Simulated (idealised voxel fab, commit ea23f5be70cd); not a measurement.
Module name: voxel released beams (process module)
Each square cell in cross-section cut measures 5 nm, and the section as a whole is 210 nm wide.
In this document a cross-section is written as a grid of square cells. It is given as a series of bands, listed from the top down, and a band is one or more rows of cells.
First you get the band's top height and its bottom height, in nm, and then the materials it's made of, left to right, with each width in nm. If you see a single material with "everywhere", that one covers the band edge to edge. "empty" is empty space.
Ref level 0: as-received wafer is one material below here. Bottom band extends down with no lower bound ("z 0 and below").
Width spec "30 to 40" -> top row of cells at first value, bottom row at second value, equal per-row change in between.
Step marked "remained the same"? Then no cell in the cross-section changed in it.
"Internal closed voids": sealed empty spaces, 8 cells or more, no open way to top, listed width x height at distance, with distance from the left edge and width, height and distance in nm.
If you see something after the settings on a step's line, that's the simulator's own remark about that step.
overlay nm: mask offset rightward from planned place, masked step; negative means leftward offset.
**The planned process steps are enumerated hereunder**
1,RECEIVE,material Si
2,CONFORMAL_DEP,material Al2O3,thk nm 5
3,DIRECTIONAL_DEP,material SiO2,thk nm 20
4,MASKED_ETCH,tone open,mask id ANCHOR,width nm 40,etch materials SiO2,depth nm 20,overlay nm 0
5,CONFORMAL_DEP,material W,thk nm 15
6,PATTERN,tone cover,mask id BEAM,material resist,width nm 105,thk nm 15,overlay nm 0
7,DIRECTIONAL_ETCH,etch materials W,depth nm 15
8,STRIP,etch materials resist
9,STRIP,etch materials SiO2
**Incoming wafer, cross-sectional view, post step 1**
* z 0 and below  Si everywhere
* Internal closed voids: none
**Final wafer profile in cross-section after the module, from the same start and plan as above, with one mistake made during processing**
* z 30 to 25  empty (50) | W (10) | empty (30) | W (65) | empty (55)
* z 25 to 10  empty (55) | W (5) | empty (30) | W (5) | empty (115)
* z 10 to 5  empty (55) | W (40) | empty (115)
* z 5 to 0  Al2O3 everywhere
* z 0 and below  Si everywhere
* Internal closed voids: none
Error vs. plan: not per plan at step 5, really ran CONFORMAL_DEP,material W,thk nm 5
